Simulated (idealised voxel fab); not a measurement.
Proc. module: voxel self aligned vias
Section cut is 275 nm wide and gridded with 5 nm square cells.
In what follows, cross-sections appear as grids of square cells, described through bands that run from the top down, where every band is one or more rows of cells.
What a band's entry tells you: where the top is and where the bottom is, as heights in nm, and after that what lies inside, material by material from left to right, each with its width in nm. Empty space is written as the word "blank", and a single material marked with the word "throughout" occupies the band from edge to edge.
We count height from 0. Below that, the starting wafer is all one material. The lowest band never ends at the bottom but goes on down; see "0 down" for how that is written.
The width entry "30->40" should be interpreted row by row: the top row of cells in the band takes the first number, the bottom row takes the second number, and the change between adjacent rows is uniform throughout.
Basically "no change occurred" means that step didn't change any cell in the cross-section.
"Entrapped void list" lists enclosed empty spaces (at least 8 cells, no open path upward to the top), each as width x height at distance from the left edge, in nm.
Step line, after settings: the simulator's comment on this step.
"overlay nm" denotes, for a step that has a mask, the displacement of the mask to the right of its planned place, with negative values corresponding to the left.
Every pair from here on: before one process step, after it. The after cross-section reaches only to the lowest band that changed. Below the pair: the step in between and its settings. Pairs can belong to different runs of this module on the same starting wafer; a pair carries on from the pair above only if the entry headed "Pre-step geometry" says so.
### Pre-step geometry
- 0 down  Si throughout
- Entrapped void list: none
### Post-Step Section View
- 10 to 0  SiO2 throughout
- Note: structure below 0 unchanged.
- Entrapped void list: none
Step, before to after (see cross-sections above): op CONFORMAL_DEP | material SiO2 | thk nm 10
Pre-step geometry: we pick up right where the pair above leaves off, with its after cross-section.
### Post-Step Section View
- 15 to 10  SiCN throughout
- Note: structure below 10 unchanged.
- Entrapped void list: none
Step, before to after (see cross-sections above): op CONFORMAL_DEP | material SiCN | thk nm 5
Pre-step geometry: we pick up right where the pair above leaves off, with its after cross-section.
### Post-Step Section View
- 35 to 15  SiO2 throughout
- Note: structure below 15 unchanged.
- Entrapped void list: none
Step, before to after (see cross-sections above): op DIRECTIONAL_DEP | material SiO2 | thk nm 20
Pre-step geometry: we pick up right where the pair above leaves off, with its after cross-section.
### Post-Step Section View
- 50 to 35  60 nm resist; 20 nm blank; 45 nm resist; 20 nm blank; 45 nm resist; 20 nm blank; 65 nm resist
- Note: structure below 35 unchanged.
- Entrapped void list: none
Step, before to after (see cross-sections above): op PATTERN | tone open | mask id LINES | material resist | width nm 20 | pitch nm 65 | thk nm 15 | overlay nm 0
Pre-step geometry: we pick up right where the pair above leaves off, with its after cross-section.
### Post-Step Section View
- 50 to 35  60 nm resist; 20 nm blank; 45 nm resist; 20 nm blank; 45 nm resist; 20 nm blank; 65 nm resist
- 35 to 15  60 nm SiO2; 20 nm blank; 45 nm SiO2; 20 nm blank; 45 nm SiO2; 20 nm blank; 65 nm SiO2
- Note: structure below 15 unchanged.
- Entrapped void list: none
Step, before to after (see cross-sections above): op DIRECTIONAL_ETCH | etch materials SiO2 | depth nm 20
Pre-step geometry: we pick up right where the pair above leaves off, with its after cross-section.
### Post-Step Section View
- 35 to 15  60 nm SiO2; 20 nm blank; 45 nm SiO2; 20 nm blank; 45 nm SiO2; 20 nm blank; 65 nm SiO2
- Note: structure below 15 unchanged.
- Entrapped void list: none
Step, before to after (see cross-sections above): op STRIP | etch materials resist
Pre-step geometry: we pick up right where the pair above leaves off, with its after cross-section.
### Post-Step Section View
- 40 to 35  65 nm TiN; 10 nm blank; 55 nm TiN; 10 nm blank; 55 nm TiN; 10 nm blank; 70 nm TiN
- 35 to 20  60 nm SiO2; 5 nm TiN; 10 nm blank; 5 nm TiN; 45 nm SiO2; 5 nm TiN; 10 nm blank; 5 nm TiN; 45 nm SiO2; 5 nm TiN; 10 nm blank; 5 nm TiN; 65 nm SiO2
- 20 to 15  60 nm SiO2; 20 nm TiN; 45 nm SiO2; 20 nm TiN; 45 nm SiO2; 20 nm TiN; 65 nm SiO2
- Note: structure below 15 unchanged.
- Entrapped void list: none
Step, before to after (see cross-sections above): op CONFORMAL_DEP | material TiN | thk nm 5
Pre-step geometry: we pick up right where the pair above leaves off, with its after cross-section.
### Post-Step Section View
- 45 to 40  W throughout
- 40 to 35  65 nm TiN; 10 nm W; 55 nm TiN; 10 nm W; 55 nm TiN; 10 nm W; 70 nm TiN
- 35 to 20  60 nm SiO2; 5 nm TiN; 10 nm W; 5 nm TiN; 45 nm SiO2; 5 nm TiN; 10 nm W; 5 nm TiN; 45 nm SiO2; 5 nm TiN; 10 nm W; 5 nm TiN; 65 nm SiO2
- Note: structure below 20 unchanged.
- Entrapped void list: none
Step, before to after (see cross-sections above): op FILL_DEP | material W | thk nm 5
Pre-step geometry: we pick up right where the pair above leaves off, with its after cross-section.
### Post-Step Section View
- 35 to 20  60 nm SiO2; 5 nm TiN; 10 nm W; 5 nm TiN; 45 nm SiO2; 5 nm TiN; 10 nm W; 5 nm TiN; 45 nm SiO2; 5 nm TiN; 10 nm W; 5 nm TiN; 65 nm SiO2
- Note: structure below 20 unchanged.
- Entrapped void list: none
Step, before to after (see cross-sections above): op CMP | height nm 35
Pre-step geometry: we pick up right where the pair above leaves off, with its after cross-section.
### Post-Step Section View
- 35 to 25  60 nm SiO2; 20 nm blank; 45 nm SiO2; 20 nm blank; 45 nm SiO2; 20 nm blank; 65 nm SiO2
- Note: structure below 25 unchanged.
- Entrapped void list: none
Step, before to after (see cross-sections above): op SELECTIVE_ETCH | etch materials W Ru TiN | depth nm 10
Pre-step geometry: we pick up right where the pair above leaves off, with its after cross-section.
### Post-Step Section View
- 40 to 35  SiN throughout
- 35 to 25  60 nm SiO2; 20 nm SiN; 45 nm SiO2; 20 nm SiN; 45 nm SiO2; 20 nm SiN; 65 nm SiO2
- Note: structure below 25 unchanged.
- Entrapped void list: none
Step, before to after (see cross-sections above): op FILL_DEP | material SiN | thk nm 5
Pre-step geometry: we pick up right where the pair above leaves off, with its after cross-section.
### Post-Step Section View
- 35 to 25  60 nm SiO2; 20 nm SiN; 45 nm SiO2; 20 nm SiN; 45 nm SiO2; 20 nm SiN; 65 nm SiO2
- Note: structure below 25 unchanged.
- Entrapped void list: none
Step, before to after (see cross-sections above): op CMP | height nm 35
Pre-step geometry: we pick up right where the pair above leaves off, with its after cross-section.
### Post-Step Section View
- 50 to 35  SiO2 throughout
- Note: structure below 35 unchanged.
- Entrapped void list: none
Step, before to after (see cross-sections above): op DIRECTIONAL_DEP | material SiO2 | thk nm 15
Pre-step geometry: we pick up right where the pair above leaves off, with its after cross-section.
### Post-Step Section View
- 50 to 35  50 nm SiO2; 40 nm blank; 25 nm SiO2; 40 nm blank; 25 nm SiO2; 40 nm blank; 55 nm SiO2
- Note: structure below 35 unchanged.
- Entrapped void list: none
Step, before to after (see cross-sections above): op MASKED_ETCH | tone open | mask id VIAS | width nm 40 | pitch nm 65 | etch materials SiO2 | depth nm 15 | overlay nm 0
Pre-step geometry: we pick up right where the pair above leaves off, with its after cross-section.
### Post-Step Section View
- 50 to 35  50 nm SiO2; 40 nm blank; 25 nm SiO2; 40 nm blank; 25 nm SiO2; 40 nm blank; 55 nm SiO2
- 35 to 25  60 nm SiO2; 20 nm blank; 45 nm SiO2; 20 nm blank; 45 nm SiO2; 20 nm blank; 65 nm SiO2
- Note: structure below 25 unchanged.
- Entrapped void list: none
Step, before to after (see cross-sections above): op MASKED_ETCH | tone open | mask id VIAS | width nm 40 | pitch nm 65 | etch materials SiN | depth nm 10 | overlay nm 0
Pre-step geometry: we pick up right where the pair above leaves off, with its after cross-section.
### Post-Step Section View
- 55 to 50  55 nm TiN; 30 nm blank; 35 nm TiN; 30 nm blank; 35 nm TiN; 30 nm blank; 60 nm TiN
- 50 to 40  50 nm SiO2; 5 nm TiN; 30 nm blank; 5 nm TiN; 25 nm SiO2; 5 nm TiN; 30 nm blank; 5 nm TiN; 25 nm SiO2; 5 nm TiN; 30 nm blank; 5 nm TiN; 55 nm SiO2
- 40 to 30  50->60 nm SiO2; 15->5 nm TiN; 10 nm blank; 15->5 nm TiN; 25->45 nm SiO2; 15->5 nm TiN; 10 nm blank; 15->5 nm TiN; 25->45 nm SiO2; 15->5 nm TiN; 10 nm blank; 15->5 nm TiN; 55->65 nm SiO2
- 30 to 25  60 nm SiO2; 20 nm TiN; 45 nm SiO2; 20 nm TiN; 45 nm SiO2; 20 nm TiN; 65 nm SiO2
- Note: structure below 25 unchanged.
- Entrapped void list: none
Step, before to after (see cross-sections above): op CONFORMAL_DEP | material TiN | thk nm 5
Pre-step geometry: we pick up right where the pair above leaves off, with its after cross-section.
### Post-Step Section View
- 65 to 55  Ru throughout
- 55 to 50  55 nm TiN; 30 nm Ru; 35 nm TiN; 30 nm Ru; 35 nm TiN; 30 nm Ru; 60 nm TiN
- 50 to 40  50 nm SiO2; 5 nm TiN; 30 nm Ru; 5 nm TiN; 25 nm SiO2; 5 nm TiN; 30 nm Ru; 5 nm TiN; 25 nm SiO2; 5 nm TiN; 30 nm Ru; 5 nm TiN; 55 nm SiO2
- 40 to 30  50->60 nm SiO2; 15->5 nm TiN; 10 nm Ru; 15->5 nm TiN; 25->45 nm SiO2; 15->5 nm TiN; 10 nm Ru; 15->5 nm TiN; 25->45 nm SiO2; 15->5 nm TiN; 10 nm Ru; 15->5 nm TiN; 55->65 nm SiO2
- Note: structure below 30 unchanged.
- Entrapped void list: none
Step, before to after (see cross-sections above): op FILL_DEP | material Ru | thk nm 10
Pre-step geometry: we pick up right where the pair above leaves off, with its after cross-section.
### Post-Step Section View
- 50 to 40  50 nm SiO2; 5 nm TiN; 30 nm Ru; 5 nm TiN; 25 nm SiO2; 5 nm TiN; 30 nm Ru; 5 nm TiN; 25 nm SiO2; 5 nm TiN; 30 nm Ru; 5 nm TiN; 55 nm SiO2
- Note: structure below 40 unchanged.
- Entrapped void list: none
Step, before to after (see cross-sections above): op CMP | height nm 50
Pre-step geometry: we pick up right where the pair above leaves off, with its after cross-section.
### Post-Step Section View
- 55 to 50  SiN throughout
- Note: structure below 50 unchanged.
- Entrapped void list: none
Step, before to after (see cross-sections above): op CONFORMAL_DEP | material SiN | thk nm 5
### Pre-step geometry
- 10 to 0  SiO2 throughout
- 0 down  Si throughout
- Entrapped void list: none
### Post-Step Section View
- 30 to 0  SiO2 throughout
- Note: structure below 0 unchanged.
- Entrapped void list: none
Step, before to after (see cross-sections above): op DIRECTIONAL_DEP | material SiO2 | thk nm 20
Pre-step geometry: we pick up right where the pair above leaves off, with its after cross-section.
### Post-Step Section View
- 45 to 30  60 nm resist; 20 nm blank; 45 nm resist; 20 nm blank; 45 nm resist; 20 nm blank; 65 nm resist
- Note: structure below 30 unchanged.
- Entrapped void list: none
Step, before to after (see cross-sections above): op PATTERN | tone open | mask id LINES | material resist | width nm 20 | pitch nm 65 | thk nm 15 | overlay nm 0
Pre-step geometry: we pick up right where the pair above leaves off, with its after cross-section.
### Post-Step Section View
- 45 to 30  60 nm resist; 20 nm blank; 45 nm resist; 20 nm blank; 45 nm resist; 20 nm blank; 65 nm resist
- 30 to 10  60 nm SiO2; 20 nm blank; 45 nm SiO2; 20 nm blank; 45 nm SiO2; 20 nm blank; 65 nm SiO2
- Note: structure below 10 unchanged.
- Entrapped void list: none
Step, before to after (see cross-sections above): op DIRECTIONAL_ETCH | etch materials SiO2 | depth nm 20
Pre-step geometry: we pick up right where the pair above leaves off, with its after cross-section.
### Post-Step Section View
- 30 to 10  60 nm SiO2; 20 nm blank; 45 nm SiO2; 20 nm blank; 45 nm SiO2; 20 nm blank; 65 nm SiO2
- Note: structure below 10 unchanged.
- Entrapped void list: none
Step, before to after (see cross-sections above): op STRIP | etch materials resist
Pre-step geometry: we pick up right where the pair above leaves off, with its after cross-section.
### Post-Step Section View
- 35 to 30  65 nm TiN; 10 nm blank; 55 nm TiN; 10 nm blank; 55 nm TiN; 10 nm blank; 70 nm TiN
- 30 to 15  60 nm SiO2; 5 nm TiN; 10 nm blank; 5 nm TiN; 45 nm SiO2; 5 nm TiN; 10 nm blank; 5 nm TiN; 45 nm SiO2; 5 nm TiN; 10 nm blank; 5 nm TiN; 65 nm SiO2
- 15 to 10  60 nm SiO2; 20 nm TiN; 45 nm SiO2; 20 nm TiN; 45 nm SiO2; 20 nm TiN; 65 nm SiO2
- Note: structure below 10 unchanged.
- Entrapped void list: none
Step, before to after (see cross-sections above): op CONFORMAL_DEP | material TiN | thk nm 5
Pre-step geometry: we pick up right where the pair above leaves off, with its after cross-section.
### Post-Step Section View
- 40 to 35  W throughout
- 35 to 30  65 nm TiN; 10 nm W; 55 nm TiN; 10 nm W; 55 nm TiN; 10 nm W; 70 nm TiN
- 30 to 15  60 nm SiO2; 5 nm TiN; 10 nm W; 5 nm TiN; 45 nm SiO2; 5 nm TiN; 10 nm W; 5 nm TiN; 45 nm SiO2; 5 nm TiN; 10 nm W; 5 nm TiN; 65 nm SiO2
- Note: structure below 15 unchanged.
- Entrapped void list: none
Step, before to after (see cross-sections above): op FILL_DEP | material W | thk nm 5
Pre-step geometry: we pick up right where the pair above leaves off, with its after cross-section.
### Post-Step Section View
- 35 to 30  65 nm TiN; 10 nm W; 55 nm TiN; 10 nm W; 55 nm TiN; 10 nm W; 70 nm TiN
- Note: structure below 30 unchanged.
- Entrapped void list: none
Step, before to after (see cross-sections above): op CMP | height nm 35
Pre-step geometry: we pick up right where the pair above leaves off, with its after cross-section.
### Post-Step Section View
- 30 to 25  60 nm SiO2; 20 nm blank; 45 nm SiO2; 20 nm blank; 45 nm SiO2; 20 nm blank; 65 nm SiO2
- Note: structure below 25 unchanged.
- Entrapped void list: none
Step, before to after (see cross-sections above): op SELECTIVE_ETCH | etch materials W Ru TiN | depth nm 10
Pre-step geometry: we pick up right where the pair above leaves off, with its after cross-section.
### Post-Step Section View
- 35 to 30  SiN throughout
- 30 to 25  60 nm SiO2; 20 nm SiN; 45 nm SiO2; 20 nm SiN; 45 nm SiO2; 20 nm SiN; 65 nm SiO2
- Note: structure below 25 unchanged.
- Entrapped void list: none
Step, before to after (see cross-sections above): op FILL_DEP | material SiN | thk nm 5
Pre-step geometry: we pick up right where the pair above leaves off, with its after cross-section.
### Post-Step Section View
- 50 to 35  SiO2 throughout
- Note: structure below 35 unchanged.
- Entrapped void list: none
Step, before to after (see cross-sections above): op DIRECTIONAL_DEP | material SiO2 | thk nm 15
Pre-step geometry: we pick up right where the pair above leaves off, with its after cross-section.
### Post-Step Section View
- 50 to 35  50 nm SiO2; 40 nm blank; 25 nm SiO2; 40 nm blank; 25 nm SiO2; 40 nm blank; 55 nm SiO2
- Note: structure below 35 unchanged.
- Entrapped void list: none
Step, before to after (see cross-sections above): op MASKED_ETCH | tone open | mask id VIAS | width nm 40 | pitch nm 65 | etch materials SiO2 | depth nm 15 | overlay nm 0
Pre-step geometry: we pick up right where the pair above leaves off, with its after cross-section.
### Post-Step Section View
- 50 to 35  50 nm SiO2; 40 nm blank; 25 nm SiO2; 40 nm blank; 25 nm SiO2; 40 nm blank; 55 nm SiO2
- 35 to 30  50 nm SiN; 40 nm blank; 25 nm SiN; 40 nm blank; 25 nm SiN; 40 nm blank; 55 nm SiN
- 30 to 25  60 nm SiO2; 20 nm blank; 45 nm SiO2; 20 nm blank; 45 nm SiO2; 20 nm blank; 65 nm SiO2
- Note: structure below 25 unchanged.
- Entrapped void list: none
Step, before to after (see cross-sections above): op MASKED_ETCH | tone open | mask id VIAS | width nm 40 | pitch nm 65 | etch materials SiN | depth nm 10 | overlay nm 0
Pre-step geometry: we pick up right where the pair above leaves off, with its after cross-section.
### Post-Step Section View
- 55 to 50  55 nm TiN; 30 nm blank; 35 nm TiN; 30 nm blank; 35 nm TiN; 30 nm blank; 60 nm TiN
- 50 to 35  50 nm SiO2; 5 nm TiN; 30 nm blank; 5 nm TiN; 25 nm SiO2; 5 nm TiN; 30 nm blank; 5 nm TiN; 25 nm SiO2; 5 nm TiN; 30 nm blank; 5 nm TiN; 55 nm SiO2
- 35 to 30  50 nm SiN; 15 nm TiN; 10 nm blank; 15 nm TiN; 25 nm SiN; 15 nm TiN; 10 nm blank; 15 nm TiN; 25 nm SiN; 15 nm TiN; 10 nm blank; 15 nm TiN; 55 nm SiN
- 30 to 25  60 nm SiO2; 20 nm TiN; 45 nm SiO2; 20 nm TiN; 45 nm SiO2; 20 nm TiN; 65 nm SiO2
- Note: structure below 25 unchanged.
- Entrapped void list: none
Step, before to after (see cross-sections above): op CONFORMAL_DEP | material TiN | thk nm 5
Pre-step geometry: we pick up right where the pair above leaves off, with its after cross-section.
### Post-Step Section View
- 65 to 55  Ru throughout
- 55 to 50  55 nm TiN; 30 nm Ru; 35 nm TiN; 30 nm Ru; 35 nm TiN; 30 nm Ru; 60 nm TiN
- 50 to 35  50 nm SiO2; 5 nm TiN; 30 nm Ru; 5 nm TiN; 25 nm SiO2; 5 nm TiN; 30 nm Ru; 5 nm TiN; 25 nm SiO2; 5 nm TiN; 30 nm Ru; 5 nm TiN; 55 nm SiO2
- 35 to 30  50 nm SiN; 15 nm TiN; 10 nm Ru; 15 nm TiN; 25 nm SiN; 15 nm TiN; 10 nm Ru; 15 nm TiN; 25 nm SiN; 15 nm TiN; 10 nm Ru; 15 nm TiN; 55 nm SiN
- Note: structure below 30 unchanged.
- Entrapped void list: none
Step, before to after (see cross-sections above): op FILL_DEP | material Ru | thk nm 10
Pre-step geometry: we pick up right where the pair above leaves off, with its after cross-section.
### Post-Step Section View
- 50 to 35  50 nm SiO2; 5 nm TiN; 30 nm Ru; 5 nm TiN; 25 nm SiO2; 5 nm TiN; 30 nm Ru; 5 nm TiN; 25 nm SiO2; 5 nm TiN; 30 nm Ru; 5 nm TiN; 55 nm SiO2
- Note: structure below 35 unchanged.
- Entrapped void list: none
Step, before to after (see cross-sections above): op CMP | height nm 50
Pre-step geometry: we pick up right where the pair above leaves off, with its after cross-section.
### Post-Step Section View
- 55 to 50  SiN throughout
- Note: structure below 50 unchanged.
- Entrapped void list: none
Step, before to after (see cross-sections above): op CONFORMAL_DEP | material SiN | thk nm 5
### Pre-step geometry
- 50 to 35  50 nm SiO2; 40 nm blank; 25 nm SiO2; 40 nm blank; 25 nm SiO2; 40 nm blank; 55 nm SiO2
- 35 to 25  60 nm SiO2; 20 nm SiN; 45 nm SiO2; 20 nm SiN; 45 nm SiO2; 20 nm SiN; 65 nm SiO2
- 25 to 20  60 nm SiO2; 5 nm TiN; 10 nm W; 5 nm TiN; 45 nm SiO2; 5 nm TiN; 10 nm W; 5 nm TiN; 45 nm SiO2; 5 nm TiN; 10 nm W; 5 nm TiN; 65 nm SiO2
- 20 to 15  60 nm SiO2; 20 nm TiN; 45 nm SiO2; 20 nm TiN; 45 nm SiO2; 20 nm TiN; 65 nm SiO2
- 15 to 10  SiCN throughout
- 10 to 0  SiO2 throughout
- 0 down  Si throughout
- Entrapped void list: none
### Post-Step Section View
- 50 to 35  50 nm SiO2; 40 nm blank; 25 nm SiO2; 40 nm blank; 25 nm SiO2; 40 nm blank; 55 nm SiO2
- 35 to 25  50 nm SiO2; 10 nm blank; 20 nm SiN; 10 nm blank; 25 nm SiO2; 10 nm blank; 20 nm SiN; 10 nm blank; 25 nm SiO2; 10 nm blank; 20 nm SiN; 10 nm blank; 55 nm SiO2
- 25 to 20  50 nm SiO2; 10 nm blank; 5 nm TiN; 10 nm W; 5 nm TiN; 10 nm blank; 25 nm SiO2; 10 nm blank; 5 nm TiN; 10 nm W; 5 nm TiN; 10 nm blank; 25 nm SiO2; 10 nm blank; 5 nm TiN; 10 nm W; 5 nm TiN; 10 nm blank; 55 nm SiO2
- Note: structure below 20 unchanged.
- Entrapped void list: none
Step, before to after (see cross-sections above): op MASKED_ETCH | tone open | mask id VIAS | width nm 40 | pitch nm 65 | etch materials SiO2 | depth nm 15 | overlay nm 0
Pre-step geometry: we pick up right where the pair above leaves off, with its after cross-section.
### Post-Step Section View
- 50 to 25  50 nm SiO2; 40 nm blank; 25 nm SiO2; 40 nm blank; 25 nm SiO2; 40 nm blank; 55 nm SiO2
- Note: structure below 25 unchanged.
- Entrapped void list: none
Step, before to after (see cross-sections above): op MASKED_ETCH | tone open | mask id VIAS | width nm 40 | pitch nm 65 | etch materials SiN | depth nm 10 | overlay nm 0
Pre-step geometry: we pick up right where the pair above leaves off, with its after cross-section.
### Post-Step Section View
- 55 to 50  55 nm TiN; 30 nm blank; 35 nm TiN; 30 nm blank; 35 nm TiN; 30 nm blank; 60 nm TiN
- 50 to 30  50 nm SiO2; 5 nm TiN; 30 nm blank; 5 nm TiN; 25 nm SiO2; 5 nm TiN; 30 nm blank; 5 nm TiN; 25 nm SiO2; 5 nm TiN; 30 nm blank; 5 nm TiN; 55 nm SiO2
- 30 to 25  50 nm SiO2; 40 nm TiN; 25 nm SiO2; 40 nm TiN; 25 nm SiO2; 40 nm TiN; 55 nm SiO2
- 25 to 20  50 nm SiO2; 15 nm TiN; 10 nm W; 15 nm TiN; 25 nm SiO2; 15 nm TiN; 10 nm W; 15 nm TiN; 25 nm SiO2; 15 nm TiN; 10 nm W; 15 nm TiN; 55 nm SiO2
- Note: structure below 20 unchanged.
- Entrapped void list: none
Step, before to after (see cross-sections above): op CONFORMAL_DEP | material TiN | thk nm 5
Pre-step geometry: we pick up right where the pair above leaves off, with its after cross-section.
### Post-Step Section View
- 65 to 55  Ru throughout
- 55 to 50  55 nm TiN; 30 nm Ru; 35 nm TiN; 30 nm Ru; 35 nm TiN; 30 nm Ru; 60 nm TiN
- 50 to 30  50 nm SiO2; 5 nm TiN; 30 nm Ru; 5 nm TiN; 25 nm SiO2; 5 nm TiN; 30 nm Ru; 5 nm TiN; 25 nm SiO2; 5 nm TiN; 30 nm Ru; 5 nm TiN; 55 nm SiO2
- Note: structure below 30 unchanged.
- Entrapped void list: none
Step, before to after (see cross-sections above): op FILL_DEP | material Ru | thk nm 10
Pre-step geometry: we pick up right where the pair above leaves off, with its after cross-section.
### Post-Step Section View
- 50 to 30  50 nm SiO2; 5 nm TiN; 30 nm Ru; 5 nm TiN; 25 nm SiO2; 5 nm TiN; 30 nm Ru; 5 nm TiN; 25 nm SiO2; 5 nm TiN; 30 nm Ru; 5 nm TiN; 55 nm SiO2
- Note: structure below 30 unchanged.
- Entrapped void list: none
Step, before to after (see cross-sections above): op CMP | height nm 50
Pre-step geometry: we pick up right where the pair above leaves off, with its after cross-section.
### Post-Step Section View
- 55 to 50  SiN throughout
- Note: structure below 50 unchanged.
- Entrapped void list: none
Step, before to after (see cross-sections above): op CONFORMAL_DEP | material SiN | thk nm 5
### Pre-step geometry
- 0 down  Si throughout
- Entrapped void list: none
### Post-Step Section View
- 5 to 0  SiCN throughout
- Note: structure below 0 unchanged.
- Entrapped void list: none
Step, before to after (see cross-sections above): op CONFORMAL_DEP | material SiCN | thk nm 5
Pre-step geometry: we pick up right where the pair above leaves off, with its after cross-section.
### Post-Step Section View
- 15 to 5  SiO2 throughout
- Note: structure below 5 unchanged.
- Entrapped void list: none
Step, before to after (see cross-sections above): op CONFORMAL_DEP | material SiO2 | thk nm 10
Pre-step geometry: we pick up right where the pair above leaves off, with its after cross-section.
### Post-Step Section View
- 35 to 5  SiO2 throughout
- Note: structure below 5 unchanged.
- Entrapped void list: none
Step, before to after (see cross-sections above): op DIRECTIONAL_DEP | material SiO2 | thk nm 20
Pre-step geometry: we pick up right where the pair above leaves off, with its after cross-section.
### Post-Step Section View
- 50 to 35  60 nm resist; 20 nm blank; 45 nm resist; 20 nm blank; 45 nm resist; 20 nm blank; 65 nm resist
- Note: structure below 35 unchanged.
- Entrapped void list: none
Step, before to after (see cross-sections above): op PATTERN | tone open | mask id LINES | material resist | width nm 20 | pitch nm 65 | thk nm 15 | overlay nm 0
Pre-step geometry: we pick up right where the pair above leaves off, with its after cross-section.
### Post-Step Section View
- 50 to 35  60 nm resist; 20 nm blank; 45 nm resist; 20 nm blank; 45 nm resist; 20 nm blank; 65 nm resist
- 35 to 15  60 nm SiO2; 20 nm blank; 45 nm SiO2; 20 nm blank; 45 nm SiO2; 20 nm blank; 65 nm SiO2
- Note: structure below 15 unchanged.
- Entrapped void list: none
Step, before to after (see cross-sections above): op DIRECTIONAL_ETCH | etch materials SiO2 | depth nm 20
Pre-step geometry: we pick up right where the pair above leaves off, with its after cross-section.
### Post-Step Section View
- 35 to 15  60 nm SiO2; 20 nm blank; 45 nm SiO2; 20 nm blank; 45 nm SiO2; 20 nm blank; 65 nm SiO2
- Note: structure below 15 unchanged.
- Entrapped void list: none
Step, before to after (see cross-sections above): op STRIP | etch materials resist
Pre-step geometry: we pick up right where the pair above leaves off, with its after cross-section.
### Post-Step Section View
- 40 to 35  65 nm TiN; 10 nm blank; 55 nm TiN; 10 nm blank; 55 nm TiN; 10 nm blank; 70 nm TiN
- 35 to 20  60 nm SiO2; 5 nm TiN; 10 nm blank; 5 nm TiN; 45 nm SiO2; 5 nm TiN; 10 nm blank; 5 nm TiN; 45 nm SiO2; 5 nm TiN; 10 nm blank; 5 nm TiN; 65 nm SiO2
- 20 to 15  60 nm SiO2; 20 nm TiN; 45 nm SiO2; 20 nm TiN; 45 nm SiO2; 20 nm TiN; 65 nm SiO2
- Note: structure below 15 unchanged.
- Entrapped void list: none
Step, before to after (see cross-sections above): op CONFORMAL_DEP | material TiN | thk nm 5
Pre-step geometry: we pick up right where the pair above leaves off, with its after cross-section.
### Post-Step Section View
- 45 to 40  W throughout
- 40 to 35  65 nm TiN; 10 nm W; 55 nm TiN; 10 nm W; 55 nm TiN; 10 nm W; 70 nm TiN
- 35 to 20  60 nm SiO2; 5 nm TiN; 10 nm W; 5 nm TiN; 45 nm SiO2; 5 nm TiN; 10 nm W; 5 nm TiN; 45 nm SiO2; 5 nm TiN; 10 nm W; 5 nm TiN; 65 nm SiO2
- Note: structure below 20 unchanged.
- Entrapped void list: none
Step, before to after (see cross-sections above): op FILL_DEP | material W | thk nm 5
Pre-step geometry: we pick up right where the pair above leaves off, with its after cross-section.
### Post-Step Section View
- 35 to 20  60 nm SiO2; 5 nm TiN; 10 nm W; 5 nm TiN; 45 nm SiO2; 5 nm TiN; 10 nm W; 5 nm TiN; 45 nm SiO2; 5 nm TiN; 10 nm W; 5 nm TiN; 65 nm SiO2
- Note: structure below 20 unchanged.
- Entrapped void list: none
Step, before to after (see cross-sections above): op CMP | height nm 35
Pre-step geometry: we pick up right where the pair above leaves off, with its after cross-section.
### Post-Step Section View
- 35 to 25  60 nm SiO2; 20 nm blank; 45 nm SiO2; 20 nm blank; 45 nm SiO2; 20 nm blank; 65 nm SiO2
- Note: structure below 25 unchanged.
- Entrapped void list: none
Step, before to after (see cross-sections above): op SELECTIVE_ETCH | etch materials W Ru TiN | depth nm 10
Pre-step geometry: we pick up right where the pair above leaves off, with its after cross-section.
### Post-Step Section View
- 40 to 35  SiN throughout
- 35 to 25  60 nm SiO2; 20 nm SiN; 45 nm SiO2; 20 nm SiN; 45 nm SiO2; 20 nm SiN; 65 nm SiO2
- Note: structure below 25 unchanged.
- Entrapped void list: none
Step, before to after (see cross-sections above): op FILL_DEP | material SiN | thk nm 5
Pre-step geometry: we pick up right where the pair above leaves off, with its after cross-section.
### Post-Step Section View
- 35 to 25  60 nm SiO2; 20 nm SiN; 45 nm SiO2; 20 nm SiN; 45 nm SiO2; 20 nm SiN; 65 nm SiO2
- Note: structure below 25 unchanged.
- Entrapped void list: none
Step, before to after (see cross-sections above): op CMP | height nm 35
Pre-step geometry: we pick up right where the pair above leaves off, with its after cross-section.
### Post-Step Section View
- 50 to 35  SiO2 throughout
- Note: structure below 35 unchanged.
- Entrapped void list: none
Step, before to after (see cross-sections above): op DIRECTIONAL_DEP | material SiO2 | thk nm 15
Pre-step geometry: we pick up right where the pair above leaves off, with its after cross-section.
### Post-Step Section View
- 50 to 35  50 nm SiO2; 40 nm blank; 25 nm SiO2; 40 nm blank; 25 nm SiO2; 40 nm blank; 55 nm SiO2
- Note: structure below 35 unchanged.
- Entrapped void list: none
Step, before to after (see cross-sections above): op MASKED_ETCH | tone open | mask id VIAS | width nm 40 | pitch nm 65 | etch materials SiO2 | depth nm 15 | overlay nm 0
Pre-step geometry: we pick up right where the pair above leaves off, with its after cross-section.
### Post-Step Section View
- 50 to 35  50 nm SiO2; 40 nm blank; 25 nm SiO2; 40 nm blank; 25 nm SiO2; 40 nm blank; 55 nm SiO2
- 35 to 25  60 nm SiO2; 20 nm blank; 45 nm SiO2; 20 nm blank; 45 nm SiO2; 20 nm blank; 65 nm SiO2
- Note: structure below 25 unchanged.
- Entrapped void list: none
Step, before to after (see cross-sections above): op MASKED_ETCH | tone open | mask id VIAS | width nm 40 | pitch nm 65 | etch materials SiN | depth nm 10 | overlay nm 0
Pre-step geometry: we pick up right where the pair above leaves off, with its after cross-section.
### Post-Step Section View
- 55 to 50  55 nm TiN; 30 nm blank; 35 nm TiN; 30 nm blank; 35 nm TiN; 30 nm blank; 60 nm TiN
- 50 to 40  50 nm SiO2; 5 nm TiN; 30 nm blank; 5 nm TiN; 25 nm SiO2; 5 nm TiN; 30 nm blank; 5 nm TiN; 25 nm SiO2; 5 nm TiN; 30 nm blank; 5 nm TiN; 55 nm SiO2
- 40 to 30  50->60 nm SiO2; 15->5 nm TiN; 10 nm blank; 15->5 nm TiN; 25->45 nm SiO2; 15->5 nm TiN; 10 nm blank; 15->5 nm TiN; 25->45 nm SiO2; 15->5 nm TiN; 10 nm blank; 15->5 nm TiN; 55->65 nm SiO2
- 30 to 25  60 nm SiO2; 20 nm TiN; 45 nm SiO2; 20 nm TiN; 45 nm SiO2; 20 nm TiN; 65 nm SiO2
- Note: structure below 25 unchanged.
- Entrapped void list: none
Step, before to after (see cross-sections above): op CONFORMAL_DEP | material TiN | thk nm 5
